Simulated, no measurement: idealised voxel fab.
process module | voxel wiring stack
cross-section cut | 225 nm wide | cells 5 nm
A cross-section is a grid of square cells, given in bands from the top down. A band is one or more rows of cells.
Each band's line starts with the height of the band's top and of its bottom, in nm. Then come its materials from left to right, each with its width in nm. One material with "throughout" fills the band from edge to edge. "air" is empty space.
Height 0 is the level under which the wafer as received is all one material. The lowest band goes on downwards, as in "0 down".
A width such as "30 to 40" changes by the same amount from each row of cells to the next, from the band's top row to its bottom row.
"no change" after a step means that no cell of the cross-section changed.
closed voids: empty space of 8 cells or more with no open way to the top, each as width x height at its distance from the left edge, in nm
after a step's settings: what the simulator itself notes on the step
overlay nm, on a step with a mask: how far to the right of its planned place the mask lay; to the left if negative
plan
1 op RECEIVE | material Si
2 op CONFORMAL_DEP | material SiO2 | thk nm 15
3 op CONFORMAL_DEP | material SiN | thk nm 5
4 op DIRECTIONAL_DEP | material lowk | thk nm 20
5 op MASKED_ETCH | tone open | mask id METAL_1 | width nm 25 | pitch nm 55 | etch materials lowk | depth nm 20 | overlay nm 0
6 op MASKED_ETCH | tone open | mask id METAL_1 | width nm 25 | pitch nm 55 | etch materials SiN | depth nm 5 | overlay nm 0
7 op CONFORMAL_DEP | material TiN | thk nm 5
8 op FILL_DEP | material Cu | thk nm 5
9 op CMP | height nm 40
10 op EPI | material Ru | thk nm 5
11 op FILL_DEP | material SiCN | thk nm 5
12 op DIRECTIONAL_DEP | material SiO2 | thk nm 20
13 op MASKED_ETCH | tone open | mask id PLUG_1 | width nm 15 | etch materials SiO2 | depth nm 20 | overlay nm 0
14 op MASKED_ETCH | tone open | mask id PLUG_1 | width nm 15 | etch materials SiCN | depth nm 5 | overlay nm 0
15 op CONFORMAL_DEP | material TiN | thk nm 5
16 op FILL_DEP | material Cu | thk nm 5
17 op CMP | height nm 70
18 op DIRECTIONAL_DEP | material TiN | thk nm 5
19 op DIRECTIONAL_DEP | material W | thk nm 25
20 op DIRECTIONAL_DEP | material aC | thk nm 10
21 op PATTERN | tone cover | mask id METAL_2 | material resist | width nm 25 | pitch nm 55 | thk nm 30 | overlay nm 0
22 op DIRECTIONAL_ETCH | etch materials aC | depth nm 10
23 op STRIP | etch materials resist
24 op DIRECTIONAL_ETCH | etch materials W | depth nm 25
25 op DIRECTIONAL_ETCH | etch materials TiN | depth nm 5
26 op STRIP | etch materials aC
27 op FILL_DEP | material lowk | thk nm 5
28 op CMP | height nm 100
29 op CONFORMAL_DEP | material SiCN | thk nm 5
30 op DIRECTIONAL_DEP | material lowk | thk nm 30
31 op PATTERN | tone open | mask id METAL_3 | material resist | width nm 25 | pitch nm 55 | thk nm 20 | overlay nm 0
32 op DIRECTIONAL_ETCH | etch materials lowk | depth nm 15
33 op STRIP | etch materials resist
34 op MASKED_ETCH | tone open | mask id METAL_3_HOLES | width nm 15 | etch materials lowk | depth nm 15 | overlay nm 0
35 op MASKED_ETCH | tone open | mask id METAL_3_HOLES | width nm 15 | etch materials SiCN | depth nm 5 | overlay nm 0
36 op CONFORMAL_DEP | material TiN | thk nm 5
37 op FILL_DEP | material Cu | thk nm 5
38 op CMP | height nm 135
39 op CONFORMAL_DEP | material SiCN | thk nm 5
40 op DIRECTIONAL_DEP | material lowk | thk nm 15
41 op MASKED_ETCH | tone open | mask id PLUG_3 | width nm 15 | pitch nm 55 | etch materials lowk | depth nm 15 | overlay nm 0
42 op MASKED_ETCH | tone open | mask id PLUG_3 | width nm 15 | pitch nm 55 | etch materials SiCN | depth nm 5 | overlay nm 0
43 op EPI | material Ru | thk nm 10
44 op EPI | material Ru | thk nm 10
45 op CONFORMAL_DEP | material SiN | thk nm 5
46 op DIRECTIONAL_DEP | material SiO2 | thk nm 15
47 op MASKED_ETCH | tone open | mask id METAL_4 | width nm 25 | pitch nm 55 | etch materials SiO2 | depth nm 15 | overlay nm 0
48 op MASKED_ETCH | tone open | mask id METAL_4 | width nm 25 | pitch nm 55 | etch materials SiN | depth nm 5 | overlay nm 0
49 op CONFORMAL_DEP | material TiN | thk nm 5
50 op FILL_DEP | material Ru | thk nm 5
51 op CMP | height nm 175
52 op CONFORMAL_DEP | material SiN | thk nm 5
as received, after step 1
  0 down: Si throughout
  closed voids: none
first wafer at the end, as planned
  180 to 175: SiN throughout
  175 to 160: SiO2 70 | TiN 5 | Ru 15 | TiN 5 | SiO2 30 | TiN 5 | Ru 15 | TiN 5 | SiO2 75
  160 to 155: SiN 70 | TiN 25 | SiN 30 | TiN 25 | SiN 75
  155 to 140: lowk 70 | Ru 15 | lowk 40 | Ru 15 | lowk 85
  140 to 135: SiCN 70 | Ru 15 | SiCN 40 | Ru 15 | SiCN 85
  135 to 125: lowk 70 | TiN 5 | Cu 15 | TiN 5 | lowk 30 | TiN 5 | Cu 15 | TiN 5 | lowk 75
  125 to 120: lowk 70 | TiN 5 | Cu 5 | TiN 15 | lowk 30 | TiN 25 | lowk 75
  120 to 105: lowk 70 | TiN 5 | Cu 5 | TiN 5 | lowk 140
  105 to 100: SiCN 70 | TiN 15 | SiCN 140
  100 to 75: lowk 70 | W 25 | lowk 30 | W 25 | lowk 75
  75 to 70: lowk 70 | TiN 25 | lowk 30 | TiN 25 | lowk 75
  70 to 50: SiO2 70 | TiN 5 | Cu 5 | TiN 5 | SiO2 140
  50 to 45: SiCN 70 | TiN 15 | SiCN 140
  45 to 40: SiCN 65 | Ru 35 | SiCN 20 | Ru 35 | SiCN 70
  40 to 20: lowk 70 | TiN 5 | Cu 15 | TiN 5 | lowk 30 | TiN 5 | Cu 15 | TiN 5 | lowk 75
  20 to 15: SiN 70 | TiN 25 | SiN 30 | TiN 25 | SiN 75
  15 to 0: SiO2 throughout
  0 down: Si throughout
  closed voids: none
second wafer at the end: like start, like plan, one mistake
  180 to 175: SiN throughout
  175 to 160: SiO2 70 | TiN 5 | Ru 15 | TiN 5 | SiO2 30 | TiN 5 | Ru 15 | TiN 5 | SiO2 75
  160 to 155: SiN 70 | TiN 25 | SiN 30 | TiN 25 | SiN 75
  155 to 140: lowk 65 | Ru 15 | lowk 40 | Ru 15 | lowk 90
  140 to 135: SiCN 70 | Ru 10 | SiCN 45 | Ru 10 | SiCN 90
  135 to 125: lowk 70 | TiN 5 | Cu 15 | TiN 5 | lowk 30 | TiN 5 | Cu 15 | TiN 5 | lowk 75
  125 to 120: lowk 70 | TiN 5 | Cu 5 | TiN 15 | lowk 30 | TiN 25 | lowk 75
  120 to 105: lowk 70 | TiN 5 | Cu 5 | TiN 5 | lowk 140
  105 to 100: SiCN 70 | TiN 15 | SiCN 140
  100 to 75: lowk 70 | W 25 | lowk 30 | W 25 | lowk 75
  75 to 70: lowk 70 | TiN 25 | lowk 30 | TiN 25 | lowk 75
  70 to 50: SiO2 70 | TiN 5 | Cu 5 | TiN 5 | SiO2 140
  50 to 45: SiCN 70 | TiN 15 | SiCN 140
  45 to 40: SiCN 65 | Ru 35 | SiCN 20 | Ru 35 | SiCN 70
  40 to 20: lowk 70 | TiN 5 | Cu 15 | TiN 5 | lowk 30 | TiN 5 | Cu 15 | TiN 5 | lowk 75
  20 to 15: SiN 70 | TiN 25 | SiN 30 | TiN 25 | SiN 75
  15 to 0: SiO2 throughout
  0 down: Si throughout
  closed voids: none
what went wrong: step 41 ran as: op MASKED_ETCH | tone open | mask id PLUG_3 | width nm 15 | pitch nm 55 | etch materials lowk | depth nm 15 | overlay nm -5
at the end the second wafer has, in cells: 2 fewer of Ru | 2 more of SiCN
